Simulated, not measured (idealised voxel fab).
The document below concerns the process module designated voxel ribs on slabs.
For reference, the cross-section in this document is cut, with width 250 nm and square cells of 5 nm.
This document writes a cross-section as a grid whose cells are square, and gives it as bands, listed from the top down; one or more rows of cells form a band.
Heights first: top, then bottom, in nm. Then materials, left to right, each with a width in nm. "edge to edge" on a single material: fills the band edge to edge. "air": empty space.
For the purposes of this specification, 0 denotes the height below which the wafer in its as-received condition is composed wholly of one material, and the lowermost band, lacking a lower limit, extends downward without end, as expressed in "0 -> down".
The notation "30 to 40" denotes a width that varies across the rows of cells in the band, beginning at the first number in the top row, finishing at the second number in the bottom row, and changing by an identical amount from each row to the next.
A step reported as "left unchanged" is a step in which no cell of the cross-section changed.
Each empty space that has no open way to the top and spans at least 8 cells appears under "Voids, enclosed" as width x height at distance, the distance counted from the left edge, all in nm.
Past the settings on a step's line: simulator remark, on that step.
Steps that use a mask can have "overlay nm" on their line. It says how far the mask sat to the right of where it was meant to be. Negative means to the left.
Below is the list of planned process steps:
1 RECEIVE,material Si
2 DIRECTIONAL_DEP,material SiO2,thk nm 20
3 DIRECTIONAL_DEP,material polySi,thk nm 15
4 DIRECTIONAL_DEP,material aC,thk nm 15
5 PATTERN,tone cover,mask id RIB,material resist,width nm 25,thk nm 35,overlay nm -15
6 DIRECTIONAL_ETCH,etch materials aC,depth nm 15
7 STRIP,etch materials resist
8 DIRECTIONAL_ETCH,etch materials polySi,depth nm 10
9 STRIP,etch materials aC
10 PATTERN,tone cover,mask id SLAB,material resist,width nm 75,thk nm 20,overlay nm 0
11 DIRECTIONAL_ETCH,etch materials polySi,depth nm 5
12 STRIP,etch materials resist
13 FILL_DEP,material SiO2,thk nm 15
14 CMP,height nm 45
15 DIRECTIONAL_DEP,material W,thk nm 10
16 MASKED_ETCH,tone cover,mask id HEATER,width nm 35,etch materials W,depth nm 10,overlay nm 0
17 CONFORMAL_DEP,material SiN,thk nm 5
What sets these wafers apart? The overlay nm at step 5. They all start alike, and the plan carries the first wafer's value.
Step 1 complete: as-received cross-section of the first of several wafers:
* 0 -> down | Si edge to edge
* Voids, enclosed: none
Here is the cross-section of the first of several wafers at the end of the module, after its last step, step 17:
* 60 -> 55 | air=100, SiN=45, air=105
* 55 -> 50 | air=100, SiN=5, W=35, SiN=5, air=105
* 50 -> 45 | SiN=105, W=35, SiN=110
* 45 -> 35 | SiO2 edge to edge
* 35 -> 25 | SiO2=95, polySi=25, SiO2=130
* 25 -> 20 | SiO2=85, polySi=75, SiO2=90
* 20 -> 0 | SiO2 edge to edge
* 0 -> down | Si edge to edge
* Voids, enclosed: none
Last wafer at the end:
* 60 -> 55 | air=100, SiN=45, air=105
* 55 -> 50 | air=100, SiN=5, W=35, SiN=5, air=105
* 50 -> 45 | SiN=105, W=35, SiN=110
* 45 -> 35 | SiO2 edge to edge
* 35 -> 25 | SiO2=125, polySi=25, SiO2=100
* 25 -> 20 | SiO2=85, polySi=75, SiO2=90
* 20 -> 0 | SiO2 edge to edge
* 0 -> down | Si edge to edge
* Voids, enclosed: none
Basically each wafer gets a line in the table, showing it at the end of the module: material by material, the cells it gained (+) or lost (-) since we got it, then its closed voids:
overlay nm -15 | +54 SiN | +425 SiO2 | +14 W | +25 polySi | Voids, enclosed: none
overlay nm -10 | +54 SiN | +425 SiO2 | +14 W | +25 polySi | Voids, enclosed: none
overlay nm -5 | +54 SiN | +425 SiO2 | +14 W | +25 polySi | Voids, enclosed: none
overlay nm 0 | +54 SiN | +425 SiO2 | +14 W | +25 polySi | Voids, enclosed: none
overlay nm 5 | +54 SiN | +425 SiO2 | +14 W | +25 polySi | Voids, enclosed: none
overlay nm 10 | +54 SiN | +425 SiO2 | +14 W | +25 polySi | Voids, enclosed: none
overlay nm 15 | +54 SiN | +425 SiO2 | +14 W | +25 polySi | Voids, enclosed: none
